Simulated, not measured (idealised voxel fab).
This section sets out a process module, namely voxel self aligned vias.
Square cell edge 5 nm, section width 250 nm, ID cut.
In what follows, cross-sections appear as grids of square cells, described through bands that run from the top down, where every band is one or more rows of cells.
Heads up on the band format: heights come first, top then bottom, in nm. After that it's the materials left to right, each with its width in nm. A single material flagged "all across" fills the whole band edge to edge, and "air" means there's empty space there.
All heights in this document are referenced to 0, defined as the level beneath which the wafer, as received, consists entirely of one material. The lowest band is not bounded below; it extends indefinitely downward and is written in the form "0 -> down".
It should be noted that a width expressed as "30..40" varies in equal increments from row to row of cells within the band, taking the value of the first number at the top row and that of the second number at the bottom row.
Basically "identical to before" means that step didn't change any cell in the cross-section.
Heads up: "closed voids" only lists the empty pockets with no open path to the top that are 8 cells or more, and it writes them as width x height at distance, distance from the left edge, in nm.
after a step's settings: what the simulator itself notes on the step
If you see "overlay nm" on a step's line and that step has a mask, it's telling you how far right of where it was planned the mask ended up; a negative number means it went left instead.
Quick note on how to read the rest: it's all pairs. You get the cross-section before a process step and the one after, but the after one only goes down as far as the lowest band that changed. The step in between, with its settings, sits under the pair. Heads up, the pairs can come from different runs of this module on the same starting wafer, so don't assume a pair picks up from the one above unless its "Ahead of processing" entry says it does.
Ahead of processing
- 0 -> down: Si all across
- closed voids: none
Post-Step Appearance
- 15 -> 0: SiO2 all across
- Below a height of 0, the structure has not been altered.
- closed voids: none
Applied between the two views above: op CONFORMAL_DEP | material SiO2 | thk nm 15
Ahead of processing: This step starts from the configuration shown after the step in the pair immediately above.
Post-Step Appearance
- 20 -> 15: SiCN all across
- Below a height of 15, the structure has not been altered.
- closed voids: none
Applied between the two views above: op CONFORMAL_DEP | material SiCN | thk nm 5
Ahead of processing: This step starts from the configuration shown after the step in the pair immediately above.
Post-Step Appearance
- 45 -> 20: SiO2 all across
- Below a height of 20, the structure has not been altered.
- closed voids: none
Applied between the two views above: op DIRECTIONAL_DEP | material SiO2 | thk nm 25
Ahead of processing: This step starts from the configuration shown after the step in the pair immediately above.
Post-Step Appearance
- 45 -> 20: SiO2 (80), then air (25), then SiO2 (40), then air (25), then SiO2 (80)
- Below a height of 20, the structure has not been altered.
- closed voids: none
Applied between the two views above: op MASKED_ETCH | tone open | mask id LINES | width nm 25 | pitch nm 65 | etch materials SiO2 | depth nm 25 | overlay nm 0
Ahead of processing: This step starts from the configuration shown after the step in the pair immediately above.
Post-Step Appearance
- 50 -> 45: TiN (85), then air (15), then TiN (50), then air (15), then TiN (85)
- 45 -> 25: SiO2 (80), then TiN (5), then air (15), then TiN (5), then SiO2 (40), then TiN (5), then air (15), then TiN (5), then SiO2 (80)
- 25 -> 20: SiO2 (80), then TiN (25), then SiO2 (40), then TiN (25), then SiO2 (80)
- Below a height of 20, the structure has not been altered.
- closed voids: none
Applied between the two views above: op CONFORMAL_DEP | material TiN | thk nm 5
Ahead of processing: This step starts from the configuration shown after the step in the pair immediately above.
Post-Step Appearance
- 55 -> 50: W all across
- 50 -> 45: TiN (85), then W (15), then TiN (50), then W (15), then TiN (85)
- 45 -> 25: SiO2 (80), then TiN (5), then W (15), then TiN (5), then SiO2 (40), then TiN (5), then W (15), then TiN (5), then SiO2 (80)
- Below a height of 25, the structure has not been altered.
- closed voids: none
Applied between the two views above: op FILL_DEP | material W | thk nm 5
Ahead of processing: This step starts from the configuration shown after the step in the pair immediately above.
Post-Step Appearance
- 45 -> 25: SiO2 (80), then TiN (5), then W (15), then TiN (5), then SiO2 (40), then TiN (5), then W (15), then TiN (5), then SiO2 (80)
- Below a height of 25, the structure has not been altered.
- closed voids: none
Applied between the two views above: op CMP | height nm 45
Ahead of processing: This step starts from the configuration shown after the step in the pair immediately above.
Post-Step Appearance
- 45 -> 35: SiO2 (80), then air (25), then SiO2 (40), then air (25), then SiO2 (80)
- Below a height of 35, the structure has not been altered.
- closed voids: none
Applied between the two views above: op SELECTIVE_ETCH | etch materials W Ru TiN | depth nm 10
Ahead of processing: This step starts from the configuration shown after the step in the pair immediately above.
Post-Step Appearance
- 55 -> 45: SiN all across
- 45 -> 35: SiO2 (80), then SiN (25), then SiO2 (40), then SiN (25), then SiO2 (80)
- Below a height of 35, the structure has not been altered.
- closed voids: none
Applied between the two views above: op FILL_DEP | material SiN | thk nm 10
Ahead of processing: This step starts from the configuration shown after the step in the pair immediately above.
Post-Step Appearance
- 45 -> 35: SiO2 (80), then SiN (25), then SiO2 (40), then SiN (25), then SiO2 (80)
- Below a height of 35, the structure has not been altered.
- closed voids: none
Applied between the two views above: op CMP | height nm 45
Ahead of processing: This step starts from the configuration shown after the step in the pair immediately above.
Post-Step Appearance
- 65 -> 45: SiO2 all across
- Below a height of 45, the structure has not been altered.
- closed voids: none
Applied between the two views above: op DIRECTIONAL_DEP | material SiO2 | thk nm 20
Ahead of processing: This step starts from the configuration shown after the step in the pair immediately above.
Post-Step Appearance
- 65 -> 45: SiO2 (75), then air (35), then SiO2 (30), then air (35), then SiO2 (75)
- Below a height of 45, the structure has not been altered.
- closed voids: none
Applied between the two views above: op MASKED_ETCH | tone open | mask id VIAS | width nm 35 | pitch nm 65 | etch materials SiO2 | depth nm 20 | overlay nm 0
Ahead of processing: This step starts from the configuration shown after the step in the pair immediately above.
Post-Step Appearance
- 65 -> 45: SiO2 (75), then air (35), then SiO2 (30), then air (35), then SiO2 (75)
- 45 -> 35: SiO2 (80), then air (25), then SiO2 (40), then air (25), then SiO2 (80)
- Below a height of 35, the structure has not been altered.
- closed voids: none
Applied between the two views above: op MASKED_ETCH | tone open | mask id VIAS | width nm 35 | pitch nm 65 | etch materials SiN | depth nm 10 | overlay nm 0
Ahead of processing: This step starts from the configuration shown after the step in the pair immediately above.
Post-Step Appearance
- 70 -> 65: TiN (80), then air (25), then TiN (40), then air (25), then TiN (80)
- 65 -> 50: SiO2 (75), then TiN (5), then air (25), then TiN (5), then SiO2 (30), then TiN (5), then air (25), then TiN (5), then SiO2 (75)
- 50 -> 40: SiO2 (75..80), then TiN (10..5), then air (15), then TiN (10..5), then SiO2 (30..40), then TiN (10..5), then air (15), then TiN (10..5), then SiO2 (75..80)
- 40 -> 35: SiO2 (80), then TiN (25), then SiO2 (40), then TiN (25), then SiO2 (80)
- Below a height of 35, the structure has not been altered.
- closed voids: none
Applied between the two views above: op CONFORMAL_DEP | material TiN | thk nm 5
Ahead of processing: This step starts from the configuration shown after the step in the pair immediately above.
Post-Step Appearance
- 80 -> 70: W all across
- 70 -> 65: TiN (80), then W (25), then TiN (40), then W (25), then TiN (80)
- 65 -> 50: SiO2 (75), then TiN (5), then W (25), then TiN (5), then SiO2 (30), then TiN (5), then W (25), then TiN (5), then SiO2 (75)
- 50 -> 40: SiO2 (75..80), then TiN (10..5), then W (15), then TiN (10..5), then SiO2 (30..40), then TiN (10..5), then W (15), then TiN (10..5), then SiO2 (75..80)
- Below a height of 40, the structure has not been altered.
- closed voids: none
Applied between the two views above: op FILL_DEP | material W | thk nm 10
Ahead of processing: This step starts from the configuration shown after the step in the pair immediately above.
Post-Step Appearance
- 65 -> 50: SiO2 (75), then TiN (5), then W (25), then TiN (5), then SiO2 (30), then TiN (5), then W (25), then TiN (5), then SiO2 (75)
- Below a height of 50, the structure has not been altered.
- closed voids: none
Applied between the two views above: op CMP | height nm 65
Ahead of processing: This step starts from the configuration shown after the step in the pair immediately above.
Post-Step Appearance
- 70 -> 65: SiN all across
- Below a height of 65, the structure has not been altered.
- closed voids: none
Applied between the two views above: op CONFORMAL_DEP | material SiN | thk nm 5
Ahead of processing
- 80 -> 70: W all across
- 70 -> 65: TiN (80), then W (25), then TiN (40), then W (25), then TiN (80)
- 65 -> 50: SiO2 (75), then TiN (5), then W (25), then TiN (5), then SiO2 (30), then TiN (5), then W (25), then TiN (5), then SiO2 (75)
- 50 -> 40: SiO2 (75..80), then TiN (10..5), then W (15), then TiN (10..5), then SiO2 (30..40), then TiN (10..5), then W (15), then TiN (10..5), then SiO2 (75..80)
- 40 -> 35: SiO2 (80), then TiN (25), then SiO2 (40), then TiN (25), then SiO2 (80)
- 35 -> 25: SiO2 (80), then TiN (5), then W (15), then TiN (5), then SiO2 (40), then TiN (5), then W (15), then TiN (5), then SiO2 (80)
- 25 -> 20: SiO2 (80), then TiN (25), then SiO2 (40), then TiN (25), then SiO2 (80)
- 20 -> 15: SiCN all across
- 15 -> 0: SiO2 all across
- 0 -> down: Si all across
- closed voids: none
Post-Step Appearance
- 85 -> 80: SiN all across
- Below a height of 80, the structure has not been altered.
- closed voids: none
Applied between the two views above: op CONFORMAL_DEP | material SiN | thk nm 5
Ahead of processing
- 15 -> 0: SiO2 all across
- 0 -> down: Si all across
- closed voids: none
Post-Step Appearance
- 30 -> 0: SiO2 all across
- Below a height of 0, the structure has not been altered.
- closed voids: none
Applied between the two views above: op CONFORMAL_DEP | material SiO2 | thk nm 15
Ahead of processing: This step starts from the configuration shown after the step in the pair immediately above.
Post-Step Appearance
- 35 -> 30: SiCN all across
- Below a height of 30, the structure has not been altered.
- closed voids: none
Applied between the two views above: op CONFORMAL_DEP | material SiCN | thk nm 5
Ahead of processing: This step starts from the configuration shown after the step in the pair immediately above.
Post-Step Appearance
- 60 -> 35: SiO2 all across
- Below a height of 35, the structure has not been altered.
- closed voids: none
Applied between the two views above: op DIRECTIONAL_DEP | material SiO2 | thk nm 25
Ahead of processing: This step starts from the configuration shown after the step in the pair immediately above.
Post-Step Appearance
- 60 -> 35: SiO2 (80), then air (25), then SiO2 (40), then air (25), then SiO2 (80)
- Below a height of 35, the structure has not been altered.
- closed voids: none
Applied between the two views above: op MASKED_ETCH | tone open | mask id LINES | width nm 25 | pitch nm 65 | etch materials SiO2 | depth nm 25 | overlay nm 0
Ahead of processing: This step starts from the configuration shown after the step in the pair immediately above.
Post-Step Appearance
- 65 -> 60: TiN (85), then air (15), then TiN (50), then air (15), then TiN (85)
- 60 -> 40: SiO2 (80), then TiN (5), then air (15), then TiN (5), then SiO2 (40), then TiN (5), then air (15), then TiN (5), then SiO2 (80)
- 40 -> 35: SiO2 (80), then TiN (25), then SiO2 (40), then TiN (25), then SiO2 (80)
- Below a height of 35, the structure has not been altered.
- closed voids: none
Applied between the two views above: op CONFORMAL_DEP | material TiN | thk nm 5
Ahead of processing: This step starts from the configuration shown after the step in the pair immediately above.
Post-Step Appearance
- 70 -> 65: W all across
- 65 -> 60: TiN (85), then W (15), then TiN (50), then W (15), then TiN (85)
- 60 -> 40: SiO2 (80), then TiN (5), then W (15), then TiN (5), then SiO2 (40), then TiN (5), then W (15), then TiN (5), then SiO2 (80)
- Below a height of 40, the structure has not been altered.
- closed voids: none
Applied between the two views above: op FILL_DEP | material W | thk nm 5
Ahead of processing: This step starts from the configuration shown after the step in the pair immediately above.
Post-Step Appearance
- 45 -> 40: SiO2 (80), then TiN (5), then W (15), then TiN (5), then SiO2 (40), then TiN (5), then W (15), then TiN (5), then SiO2 (80)
- Below a height of 40, the structure has not been altered.
- closed voids: none
Applied between the two views above: op CMP | height nm 45
Ahead of processing: This step starts from the configuration shown after the step in the pair immediately above.
Post-Step Appearance
- 45 -> 35: SiO2 (80), then air (25), then SiO2 (40), then air (25), then SiO2 (80)
- Below a height of 35, the structure has not been altered.
- closed voids: none
Applied between the two views above: op SELECTIVE_ETCH | etch materials W Ru TiN | depth nm 10
Ahead of processing: This step starts from the configuration shown after the step in the pair immediately above.
Post-Step Appearance
- 55 -> 45: SiN all across
- 45 -> 35: SiO2 (80), then SiN (25), then SiO2 (40), then SiN (25), then SiO2 (80)
- Below a height of 35, the structure has not been altered.
- closed voids: none
Applied between the two views above: op FILL_DEP | material SiN | thk nm 10
Ahead of processing: This step starts from the configuration shown after the step in the pair immediately above.
Post-Step Appearance
- 45 -> 35: SiO2 (80), then SiN (25), then SiO2 (40), then SiN (25), then SiO2 (80)
- Below a height of 35, the structure has not been altered.
- closed voids: none
Applied between the two views above: op CMP | height nm 45
Ahead of processing: This step starts from the configuration shown after the step in the pair immediately above.
Post-Step Appearance
- 65 -> 45: SiO2 all across
- Below a height of 45, the structure has not been altered.
- closed voids: none
Applied between the two views above: op DIRECTIONAL_DEP | material SiO2 | thk nm 20
Ahead of processing: This step starts from the configuration shown after the step in the pair immediately above.
Post-Step Appearance
- 65 -> 45: SiO2 (75), then air (35), then SiO2 (30), then air (35), then SiO2 (75)
- Below a height of 45, the structure has not been altered.
- closed voids: none
Applied between the two views above: op MASKED_ETCH | tone open | mask id VIAS | width nm 35 | pitch nm 65 | etch materials SiO2 | depth nm 20 | overlay nm 0
Ahead of processing: This step starts from the configuration shown after the step in the pair immediately above.
Post-Step Appearance
- 65 -> 45: SiO2 (75), then air (35), then SiO2 (30), then air (35), then SiO2 (75)
- 45 -> 35: SiO2 (80), then air (25), then SiO2 (40), then air (25), then SiO2 (80)
- Below a height of 35, the structure has not been altered.
- closed voids: none
Applied between the two views above: op MASKED_ETCH | tone open | mask id VIAS | width nm 35 | pitch nm 65 | etch materials SiN | depth nm 10 | overlay nm 0
Ahead of processing: This step starts from the configuration shown after the step in the pair immediately above.
Post-Step Appearance
- 70 -> 65: TiN (80), then air (25), then TiN (40), then air (25), then TiN (80)
- 65 -> 50: SiO2 (75), then TiN (5), then air (25), then TiN (5), then SiO2 (30), then TiN (5), then air (25), then TiN (5), then SiO2 (75)
- 50 -> 40: SiO2 (75..80), then TiN (10..5), then air (15), then TiN (10..5), then SiO2 (30..40), then TiN (10..5), then air (15), then TiN (10..5), then SiO2 (75..80)
- 40 -> 35: SiO2 (80), then TiN (25), then SiO2 (40), then TiN (25), then SiO2 (80)
- Below a height of 35, the structure has not been altered.
- closed voids: none
Applied between the two views above: op CONFORMAL_DEP | material TiN | thk nm 5
Ahead of processing: This step starts from the configuration shown after the step in the pair immediately above.
Post-Step Appearance
- 80 -> 70: W all across
- 70 -> 65: TiN (80), then W (25), then TiN (40), then W (25), then TiN (80)
- 65 -> 50: SiO2 (75), then TiN (5), then W (25), then TiN (5), then SiO2 (30), then TiN (5), then W (25), then TiN (5), then SiO2 (75)
- 50 -> 40: SiO2 (75..80), then TiN (10..5), then W (15), then TiN (10..5), then SiO2 (30..40), then TiN (10..5), then W (15), then TiN (10..5), then SiO2 (75..80)
- Below a height of 40, the structure has not been altered.
- closed voids: none
Applied between the two views above: op FILL_DEP | material W | thk nm 10
Ahead of processing: This step starts from the configuration shown after the step in the pair immediately above.
Post-Step Appearance
- 65 -> 50: SiO2 (75), then TiN (5), then W (25), then TiN (5), then SiO2 (30), then TiN (5), then W (25), then TiN (5), then SiO2 (75)
- Below a height of 50, the structure has not been altered.
- closed voids: none
Applied between the two views above: op CMP | height nm 65
Ahead of processing: This step starts from the configuration shown after the step in the pair immediately above.
Post-Step Appearance
- 70 -> 65: SiN all across
- Below a height of 65, the structure has not been altered.
- closed voids: none
Applied between the two views above: op CONFORMAL_DEP | material SiN | thk nm 5
Ahead of processing
- 0 -> down: Si all across
- closed voids: none
Post-Step Appearance
- 5 -> 0: SiCN all across
- Below a height of 0, the structure has not been altered.
- closed voids: none
Applied between the two views above: op CONFORMAL_DEP | material SiCN | thk nm 5
Ahead of processing: This step starts from the configuration shown after the step in the pair immediately above.
Post-Step Appearance
- 20 -> 5: SiO2 all across
- Below a height of 5, the structure has not been altered.
- closed voids: none
Applied between the two views above: op CONFORMAL_DEP | material SiO2 | thk nm 15
Ahead of processing: This step starts from the configuration shown after the step in the pair immediately above.
Post-Step Appearance
- 45 -> 5: SiO2 all across
- Below a height of 5, the structure has not been altered.
- closed voids: none
Applied between the two views above: op DIRECTIONAL_DEP | material SiO2 | thk nm 25
Ahead of processing: This step starts from the configuration shown after the step in the pair immediately above.
Post-Step Appearance
- 45 -> 20: SiO2 (80), then air (25), then SiO2 (40), then air (25), then SiO2 (80)
- Below a height of 20, the structure has not been altered.
- closed voids: none
Applied between the two views above: op MASKED_ETCH | tone open | mask id LINES | width nm 25 | pitch nm 65 | etch materials SiO2 | depth nm 25 | overlay nm 0
Ahead of processing: This step starts from the configuration shown after the step in the pair immediately above.
Post-Step Appearance
- 50 -> 45: TiN (85), then air (15), then TiN (50), then air (15), then TiN (85)
- 45 -> 25: SiO2 (80), then TiN (5), then air (15), then TiN (5), then SiO2 (40), then TiN (5), then air (15), then TiN (5), then SiO2 (80)
- 25 -> 20: SiO2 (80), then TiN (25), then SiO2 (40), then TiN (25), then SiO2 (80)
- Below a height of 20, the structure has not been altered.
- closed voids: none
Applied between the two views above: op CONFORMAL_DEP | material TiN | thk nm 5
Ahead of processing: This step starts from the configuration shown after the step in the pair immediately above.
Post-Step Appearance
- 55 -> 50: W all across
- 50 -> 45: TiN (85), then W (15), then TiN (50), then W (15), then TiN (85)
- 45 -> 25: SiO2 (80), then TiN (5), then W (15), then TiN (5), then SiO2 (40), then TiN (5), then W (15), then TiN (5), then SiO2 (80)
- Below a height of 25, the structure has not been altered.
- closed voids: none
Applied between the two views above: op FILL_DEP | material W | thk nm 5
Ahead of processing: This step starts from the configuration shown after the step in the pair immediately above.
Post-Step Appearance
- 45 -> 25: SiO2 (80), then TiN (5), then W (15), then TiN (5), then SiO2 (40), then TiN (5), then W (15), then TiN (5), then SiO2 (80)
- Below a height of 25, the structure has not been altered.
- closed voids: none
Applied between the two views above: op CMP | height nm 45
Ahead of processing: This step starts from the configuration shown after the step in the pair immediately above.
Post-Step Appearance
- 45 -> 35: SiO2 (80), then air (25), then SiO2 (40), then air (25), then SiO2 (80)
- Below a height of 35, the structure has not been altered.
- closed voids: none
Applied between the two views above: op SELECTIVE_ETCH | etch materials W Ru TiN | depth nm 10
Ahead of processing: This step starts from the configuration shown after the step in the pair immediately above.
Post-Step Appearance
- 55 -> 45: SiN all across
- 45 -> 35: SiO2 (80), then SiN (25), then SiO2 (40), then SiN (25), then SiO2 (80)
- Below a height of 35, the structure has not been altered.
- closed voids: none
Applied between the two views above: op FILL_DEP | material SiN | thk nm 10
Ahead of processing: This step starts from the configuration shown after the step in the pair immediately above.
Post-Step Appearance
- 45 -> 35: SiO2 (80), then SiN (25), then SiO2 (40), then SiN (25), then SiO2 (80)
- Below a height of 35, the structure has not been altered.
- closed voids: none
Applied between the two views above: op CMP | height nm 45
Ahead of processing: This step starts from the configuration shown after the step in the pair immediately above.
Post-Step Appearance
- 65 -> 45: SiO2 all across
- Below a height of 45, the structure has not been altered.
- closed voids: none
Applied between the two views above: op DIRECTIONAL_DEP | material SiO2 | thk nm 20
Ahead of processing: This step starts from the configuration shown after the step in the pair immediately above.
Post-Step Appearance
- 65 -> 45: SiO2 (75), then air (35), then SiO2 (30), then air (35), then SiO2 (75)
- Below a height of 45, the structure has not been altered.
- closed voids: none
Applied between the two views above: op MASKED_ETCH | tone open | mask id VIAS | width nm 35 | pitch nm 65 | etch materials SiO2 | depth nm 20 | overlay nm 0
Ahead of processing: This step starts from the configuration shown after the step in the pair immediately above.
Post-Step Appearance
- 65 -> 45: SiO2 (75), then air (35), then SiO2 (30), then air (35), then SiO2 (75)
- 45 -> 35: SiO2 (80), then air (25), then SiO2 (40), then air (25), then SiO2 (80)
- Below a height of 35, the structure has not been altered.
- closed voids: none
Applied between the two views above: op MASKED_ETCH | tone open | mask id VIAS | width nm 35 | pitch nm 65 | etch materials SiN | depth nm 10 | overlay nm 0
Ahead of processing: This step starts from the configuration shown after the step in the pair immediately above.
Post-Step Appearance
- 70 -> 65: TiN (80), then air (25), then TiN (40), then air (25), then TiN (80)
- 65 -> 50: SiO2 (75), then TiN (5), then air (25), then TiN (5), then SiO2 (30), then TiN (5), then air (25), then TiN (5), then SiO2 (75)
- 50 -> 40: SiO2 (75..80), then TiN (10..5), then air (15), then TiN (10..5), then SiO2 (30..40), then TiN (10..5), then air (15), then TiN (10..5), then SiO2 (75..80)
- 40 -> 35: SiO2 (80), then TiN (25), then SiO2 (40), then TiN (25), then SiO2 (80)
- Below a height of 35, the structure has not been altered.
- closed voids: none
Applied between the two views above: op CONFORMAL_DEP | material TiN | thk nm 5
Ahead of processing: This step starts from the configuration shown after the step in the pair immediately above.
Post-Step Appearance
- 80 -> 70: W all across
- 70 -> 65: TiN (80), then W (25), then TiN (40), then W (25), then TiN (80)
- 65 -> 50: SiO2 (75), then TiN (5), then W (25), then TiN (5), then SiO2 (30), then TiN (5), then W (25), then TiN (5), then SiO2 (75)
- 50 -> 40: SiO2 (75..80), then TiN (10..5), then W (15), then TiN (10..5), then SiO2 (30..40), then TiN (10..5), then W (15), then TiN (10..5), then SiO2 (75..80)
- Below a height of 40, the structure has not been altered.
- closed voids: none
Applied between the two views above: op FILL_DEP | material W | thk nm 10
Ahead of processing: This step starts from the configuration shown after the step in the pair immediately above.
Post-Step Appearance
- 65 -> 50: SiO2 (75), then TiN (5), then W (25), then TiN (5), then SiO2 (30), then TiN (5), then W (25), then TiN (5), then SiO2 (75)
- Below a height of 50, the structure has not been altered.
- closed voids: none
Applied between the two views above: op CMP | height nm 65
Ahead of processing: This step starts from the configuration shown after the step in the pair immediately above.
Post-Step Appearance
- 70 -> 65: SiN all across
- Below a height of 65, the structure has not been altered.
- closed voids: none
Applied between the two views above: op CONFORMAL_DEP | material SiN | thk nm 5
Ahead of processing
- 65 -> 45: SiO2 all across
- 45 -> 35: SiO2 (80), then SiN (25), then SiO2 (40), then SiN (25), then SiO2 (80)
- 35 -> 25: SiO2 (80), then TiN (5), then W (15), then TiN (5), then SiO2 (40), then TiN (5), then W (15), then TiN (5), then SiO2 (80)
- 25 -> 20: SiO2 (80), then TiN (25), then SiO2 (40), then TiN (25), then SiO2 (80)
- 20 -> 15: SiCN all across
- 15 -> 0: SiO2 all across
- 0 -> down: Si all across
- closed voids: none
Post-Step Appearance
- 65 -> 45: SiO2 (75), then air (35), then SiO2 (30), then air (35), then SiO2 (75)
- 45 -> 35: SiO2 (75), then air (5), then SiN (25), then air (5), then SiO2 (30), then air (5), then SiN (25), then air (5), then SiO2 (75)
- Below a height of 35, the structure has not been altered.
- closed voids: none
Applied between the two views above: op MASKED_ETCH | tone open | mask id VIAS | width nm 35 | pitch nm 65 | etch materials SiO2 | depth nm 30 | overlay nm 0
Ahead of processing: This step starts from the configuration shown after the step in the pair immediately above.
Post-Step Appearance
- 65 -> 35: SiO2 (75), then air (35), then SiO2 (30), then air (35), then SiO2 (75)
- Below a height of 35, the structure has not been altered.
- closed voids: none
Applied between the two views above: op MASKED_ETCH | tone open | mask id VIAS | width nm 35 | pitch nm 65 | etch materials SiN | depth nm 10 | overlay nm 0
Ahead of processing: This step starts from the configuration shown after the step in the pair immediately above.
Post-Step Appearance
- 70 -> 65: TiN (80), then air (25), then TiN (40), then air (25), then TiN (80)
- 65 -> 40: SiO2 (75), then TiN (5), then air (25), then TiN (5), then SiO2 (30), then TiN (5), then air (25), then TiN (5), then SiO2 (75)
- 40 -> 35: SiO2 (75), then TiN (35), then SiO2 (30), then TiN (35), then SiO2 (75)
- Below a height of 35, the structure has not been altered.
- closed voids: none
Applied between the two views above: op CONFORMAL_DEP | material TiN | thk nm 5
Ahead of processing: This step starts from the configuration shown after the step in the pair immediately above.
Post-Step Appearance
- 80 -> 70: W all across
- 70 -> 65: TiN (80), then W (25), then TiN (40), then W (25), then TiN (80)
- 65 -> 40: SiO2 (75), then TiN (5), then W (25), then TiN (5), then SiO2 (30), then TiN (5), then W (25), then TiN (5), then SiO2 (75)
- Below a height of 40, the structure has not been altered.
- closed voids: none
Applied between the two views above: op FILL_DEP | material W | thk nm 10
Ahead of processing: This step starts from the configuration shown after the step in the pair immediately above.
Post-Step Appearance
- 65 -> 40: SiO2 (75), then TiN (5), then W (25), then TiN (5), then SiO2 (30), then TiN (5), then W (25), then TiN (5), then SiO2 (75)
- Below a height of 40, the structure has not been altered.
- closed voids: none
Applied between the two views above: op CMP | height nm 65
Ahead of processing: This step starts from the configuration shown after the step in the pair immediately above.
Post-Step Appearance
- 70 -> 65: SiN all across
- Below a height of 65, the structure has not been altered.
- closed voids: none
Applied between the two views above: op CONFORMAL_DEP | material SiN | thk nm 5
Ahead of processing
- 45 -> 20: SiO2 all across
- 20 -> 15: SiCN all across
- 15 -> 0: SiO2 all across
- 0 -> down: Si all across
- closed voids: none
Post-Step Appearance
- 45 -> 20: SiO2 (85), then air (15), then SiO2 (50), then air (15), then SiO2 (85)
- Below a height of 20, the structure has not been altered.
- closed voids: none
Applied between the two views above: op MASKED_ETCH | tone open | mask id LINES | width nm 15 | pitch nm 65 | etch materials SiO2 | depth nm 25 | overlay nm 0
Ahead of processing: This step starts from the configuration shown after the step in the pair immediately above.
Post-Step Appearance
- 50 -> 45: TiN (90), then air (5), then TiN (60), then air (5), then TiN (90)
- 45 -> 25: SiO2 (85), then TiN (5), then air (5), then TiN (5), then SiO2 (50), then TiN (5), then air (5), then TiN (5), then SiO2 (85)
- 25 -> 20: SiO2 (85), then TiN (15), then SiO2 (50), then TiN (15), then SiO2 (85)
- Below a height of 20, the structure has not been altered.
- closed voids: none
Applied between the two views above: op CONFORMAL_DEP | material TiN | thk nm 5
Ahead of processing: This step starts from the configuration shown after the step in the pair immediately above.
Post-Step Appearance
- 55 -> 50: W all across
- 50 -> 45: TiN (90), then W (5), then TiN (60), then W (5), then TiN (90)
- 45 -> 25: SiO2 (85), then TiN (5), then W (5), then TiN (5), then SiO2 (50), then TiN (5), then W (5), then TiN (5), then SiO2 (85)
- Below a height of 25, the structure has not been altered.
- closed voids: none
Applied between the two views above: op FILL_DEP | material W | thk nm 5
Ahead of processing: This step starts from the configuration shown after the step in the pair immediately above.
Post-Step Appearance
- 45 -> 25: SiO2 (85), then TiN (5), then W (5), then TiN (5), then SiO2 (50), then TiN (5), then W (5), then TiN (5), then SiO2 (85)
- Below a height of 25, the structure has not been altered.
- closed voids: none
Applied between the two views above: op CMP | height nm 45
Ahead of processing: This step starts from the configuration shown after the step in the pair immediately above.
Post-Step Appearance
- 45 -> 35: SiO2 (85), then air (15), then SiO2 (50), then air (15), then SiO2 (85)
- Below a height of 35, the structure has not been altered.
- closed voids: none
Applied between the two views above: op SELECTIVE_ETCH | etch materials W Ru TiN | depth nm 10
Ahead of processing: This step starts from the configuration shown after the step in the pair immediately above.
Post-Step Appearance
- 55 -> 45: SiN all across
- 45 -> 35: SiO2 (85), then SiN (15), then SiO2 (50), then SiN (15), then SiO2 (85)
- Below a height of 35, the structure has not been altered.
- closed voids: none
Applied between the two views above: op FILL_DEP | material SiN | thk nm 10
Ahead of processing: This step starts from the configuration shown after the step in the pair immediately above.
Post-Step Appearance
- 45 -> 35: SiO2 (85), then SiN (15), then SiO2 (50), then SiN (15), then SiO2 (85)
- Below a height of 35, the structure has not been altered.
- closed voids: none
Applied between the two views above: op CMP | height nm 45
Ahead of processing: This step starts from the configuration shown after the step in the pair immediately above.
Post-Step Appearance
- 65 -> 45: SiO2 all across
- Below a height of 45, the structure has not been altered.
- closed voids: none
Applied between the two views above: op DIRECTIONAL_DEP | material SiO2 | thk nm 20
Ahead of processing: This step starts from the configuration shown after the step in the pair immediately above.
Post-Step Appearance
- 65 -> 45: SiO2 (75), then air (35), then SiO2 (30), then air (35), then SiO2 (75)
- Below a height of 45, the structure has not been altered.
- closed voids: none
Applied between the two views above: op MASKED_ETCH | tone open | mask id VIAS | width nm 35 | pitch nm 65 | etch materials SiO2 | depth nm 20 | overlay nm 0
Ahead of processing: This step starts from the configuration shown after the step in the pair immediately above.
Post-Step Appearance
- 65 -> 45: SiO2 (75), then air (35), then SiO2 (30), then air (35), then SiO2 (75)
- 45 -> 35: SiO2 (85), then air (15), then SiO2 (50), then air (15), then SiO2 (85)
- Below a height of 35, the structure has not been altered.
- closed voids: none
Applied between the two views above: op MASKED_ETCH | tone open | mask id VIAS | width nm 35 | pitch nm 65 | etch materials SiN | depth nm 10 | overlay nm 0
Ahead of processing: This step starts from the configuration shown after the step in the pair immediately above.
Post-Step Appearance
- 70 -> 65: TiN (80), then air (25), then TiN (40), then air (25), then TiN (80)
- 65 -> 50: SiO2 (75), then TiN (5), then air (25), then TiN (5), then SiO2 (30), then TiN (5), then air (25), then TiN (5), then SiO2 (75)
- 50 -> 40: SiO2 (75..85), then TiN (15..5), then air (5), then TiN (15..5), then SiO2 (30..50), then TiN (15..5), then air (5), then TiN (15..5), then SiO2 (75..85)
- 40 -> 35: SiO2 (85), then TiN (15), then SiO2 (50), then TiN (15), then SiO2 (85)
- Below a height of 35, the structure has not been altered.
- closed voids: none
Applied between the two views above: op CONFORMAL_DEP | material TiN | thk nm 5
Ahead of processing: This step starts from the configuration shown after the step in the pair immediately above.
Post-Step Appearance
- 80 -> 70: W all across
- 70 -> 65: TiN (80), then W (25), then TiN (40), then W (25), then TiN (80)
- 65 -> 50: SiO2 (75), then TiN (5), then W (25), then TiN (5), then SiO2 (30), then TiN (5), then W (25), then TiN (5), then SiO2 (75)
- 50 -> 40: SiO2 (75..85), then TiN (15..5), then W (5), then TiN (15..5), then SiO2 (30..50), then TiN (15..5), then W (5), then TiN (15..5), then SiO2 (75..85)
- Below a height of 40, the structure has not been altered.
- closed voids: none
Applied between the two views above: op FILL_DEP | material W | thk nm 10
Ahead of processing: This step starts from the configuration shown after the step in the pair immediately above.
Post-Step Appearance
- 65 -> 50: SiO2 (75), then TiN (5), then W (25), then TiN (5), then SiO2 (30), then TiN (5), then W (25), then TiN (5), then SiO2 (75)
- Below a height of 50, the structure has not been altered.
- closed voids: none
Applied between the two views above: op CMP | height nm 65
Ahead of processing: This step starts from the configuration shown after the step in the pair immediately above.
Post-Step Appearance
- 70 -> 65: SiN all across
- Below a height of 65, the structure has not been altered.
- closed voids: none
Applied between the two views above: op CONFORMAL_DEP | material SiN | thk nm 5
Ahead of processing
- 45 -> 20: SiO2 all across
- 20 -> 15: SiCN all across
- 15 -> 0: SiO2 all across
- 0 -> down: Si all across
- closed voids: none
Post-Step Appearance
- 45 -> 20: SiO2 (70), then air (25), then SiO2 (40), then air (25), then SiO2 (90)
- Below a height of 20, the structure has not been altered.
- closed voids: none
Applied between the two views above: op MASKED_ETCH | tone open | mask id LINES | width nm 25 | pitch nm 65 | etch materials SiO2 | depth nm 25 | overlay nm -10
